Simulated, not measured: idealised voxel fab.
process module | voxel wiring stack
cross-section cut | 180 nm wide | cells 5 nm
A cross-section is a grid of square cells, given in bands from the top down. A band is one or more rows of cells.
Each band's line starts with the height of the band's top and of its bottom, in nm. Then come its materials from left to right, each with its width in nm. One material with "throughout" fills the band from edge to edge. "air" is empty space.
Height 0 is the level under which the wafer as received is all one material. The lowest band goes on downwards, as in "0 down".
A width such as "30 to 40" changes by the same amount from each row of cells to the next, from the band's top row to its bottom row.
"no change" after a step means that no cell of the cross-section changed.
closed voids: empty space of 8 cells or more with no open way to the top, each as width x height at its distance from the left edge, in nm
after a step's settings: what the simulator itself notes on the step
overlay nm, on a step with a mask: how far to the right of its planned place the mask lay; to the left if negative
plan
1 op RECEIVE | material Si
2 op CONFORMAL_DEP | material SiO2 | thk nm 15
3 op CONFORMAL_DEP | material SiN | thk nm 5
4 op DIRECTIONAL_DEP | material SiO2 | thk nm 15
5 op DIRECTIONAL_DEP | material aC | thk nm 15
6 op PATTERN | tone open | mask id METAL_1 | material resist | width nm 25 | pitch nm 40 | thk nm 35 | overlay nm 0
7 op DIRECTIONAL_ETCH | etch materials aC | depth nm 15
8 op STRIP | etch materials resist
9 op DIRECTIONAL_ETCH | etch materials SiO2 | depth nm 15
10 op DIRECTIONAL_ETCH | etch materials SiN | depth nm 5
11 op STRIP | etch materials aC
12 op CONFORMAL_DEP | material TiN | thk nm 5
13 op FILL_DEP | material Cu | thk nm 5
14 op CMP | height nm 35
15 op EPI | material Ru | thk nm 5
16 op FILL_DEP | material SiCN | thk nm 5
17 op DIRECTIONAL_DEP | material SiO2 | thk nm 10
18 op PATTERN | tone open | mask id PLUG_1 | material resist | width nm 15 | pitch nm 40 | thk nm 15 | overlay nm 0
19 op DIRECTIONAL_ETCH | etch materials SiO2 | depth nm 10
20 op DIRECTIONAL_ETCH | etch materials SiCN | depth nm 5
21 op STRIP | etch materials resist
22 op CONFORMAL_DEP | material TiN | thk nm 5
23 op FILL_DEP | material Ru | thk nm 10
24 op CMP | height nm 55
25 op DIRECTIONAL_DEP | material TiN | thk nm 5
26 op DIRECTIONAL_DEP | material W | thk nm 15
27 op PATTERN | tone cover | mask id METAL_2 | material resist | width nm 25 | pitch nm 40 | thk nm 20 | overlay nm 0
28 op DIRECTIONAL_ETCH | etch materials W | depth nm 15
29 op DIRECTIONAL_ETCH | etch materials TiN | depth nm 5
30 op STRIP | etch materials resist
31 op CONFORMAL_DEP | material SiN | thk nm 5
32 op FILL_DEP | material lowk | thk nm 10
33 op CMP | height nm 75
34 op CONFORMAL_DEP | material SiCN | thk nm 5
35 op DIRECTIONAL_DEP | material SiO2 | thk nm 30
36 op DIRECTIONAL_DEP | material aC | thk nm 10
37 op PATTERN | tone open | mask id METAL_3_HOLES | material resist | width nm 15 | thk nm 30 | overlay nm 0
38 op DIRECTIONAL_ETCH | etch materials aC | depth nm 10
39 op STRIP | etch materials resist
40 op DIRECTIONAL_ETCH | etch materials SiO2 | depth nm 30
41 op STRIP | etch materials aC
42 op DIRECTIONAL_DEP | material aC | thk nm 15
43 op PATTERN | tone open | mask id METAL_3 | material resist | width nm 25 | pitch nm 40 | thk nm 30 | overlay nm 0
44 op DIRECTIONAL_ETCH | etch materials aC | depth nm 15
45 op STRIP | etch materials resist
46 op DIRECTIONAL_ETCH | etch materials SiO2 | depth nm 15
47 op DIRECTIONAL_ETCH | etch materials SiCN | depth nm 5
48 op STRIP | etch materials aC
49 op CONFORMAL_DEP | material TiN | thk nm 5
50 op FILL_DEP | material Cu | thk nm 5
51 op CMP | height nm 110
52 op CONFORMAL_DEP | material SiN | thk nm 5
as received, after step 1
  0 down: Si throughout
  closed voids: none
first wafer at the end, as planned
  115 to 110: SiN throughout
  110 to 100: SiO2 55 | TiN 5 | Cu 15 | TiN 5 | SiO2 15 | TiN 5 | Cu 15 | TiN 5 | SiO2 60
  100 to 95: SiO2 55 | TiN 5 | Cu 5 | TiN 15 | SiO2 15 | TiN 25 | SiO2 60
  95 to 80: SiO2 55 | TiN 5 | Cu 5 | TiN 5 | SiO2 110
  80 to 75: SiCN 55 | TiN 15 | SiCN 110
  75 to 60: lowk 50 | SiN 5 | W 25 | SiN 5 | lowk 5 | SiN 5 | W 25 | SiN 5 | lowk 55
  60 to 55: SiN 55 | TiN 25 | SiN 15 | TiN 25 | SiN 60
  55 to 45: SiO2 55 | TiN 5 | Ru 5 | TiN 5 | SiO2 25 | TiN 5 | Ru 5 | TiN 5 | SiO2 70
  45 to 40: SiCN 55 | TiN 15 | SiCN 25 | TiN 15 | SiCN 70
  40 to 35: SiCN 50 | Ru 35 | SiCN 5 | Ru 35 | SiCN 55
  35 to 20: SiO2 55 | TiN 5 | Cu 15 | TiN 5 | SiO2 15 | TiN 5 | Cu 15 | TiN 5 | SiO2 60
  20 to 15: SiN 55 | TiN 25 | SiN 15 | TiN 25 | SiN 60
  15 to 0: SiO2 throughout
  0 down: Si throughout
  closed voids: none
second wafer at the end: like start, like plan, one mistake
  115 to 110: SiN throughout
  110 to 100: Cu 65 | TiN 5 | SiO2 10 | TiN 5 | Cu 5 | TiN 5 | SiO2 25 | TiN 5 | Cu 55
  100 to 95: TiN 60 | Cu 5 | TiN 5 | SiO2 10 | TiN 15 | SiO2 25 | TiN 60
  95 to 85: SiO2 55 | TiN 5 | Cu 5 | TiN 5 | SiO2 110
  85 to 80: SiO2 55 | TiN 15 | SiO2 110
  80 to 75: SiCN throughout
  75 to 60: lowk 50 | SiN 5 | W 25 | SiN 5 | lowk 5 | SiN 5 | W 25 | SiN 5 | lowk 55
  60 to 55: SiN 55 | TiN 25 | SiN 15 | TiN 25 | SiN 60
  55 to 45: SiO2 55 | TiN 5 | Ru 5 | TiN 5 | SiO2 25 | TiN 5 | Ru 5 | TiN 5 | SiO2 70
  45 to 40: SiCN 55 | TiN 15 | SiCN 25 | TiN 15 | SiCN 70
  40 to 35: SiCN 50 | Ru 35 | SiCN 5 | Ru 35 | SiCN 55
  35 to 20: SiO2 55 | TiN 5 | Cu 15 | TiN 5 | SiO2 15 | TiN 5 | Cu 15 | TiN 5 | SiO2 60
  20 to 15: SiN 55 | TiN 25 | SiN 15 | TiN 25 | SiN 60
  15 to 0: SiO2 throughout
  0 down: Si throughout
  closed voids: none
what went wrong: step 43 ran as: op PATTERN | tone cover | mask id METAL_3 | material resist | width nm 25 | pitch nm 40 | thk nm 30 | overlay nm 0
at the end the second wafer has, in cells: 37 more of Cu | 3 more of SiCN | 57 fewer of SiO2 | 17 more of TiN
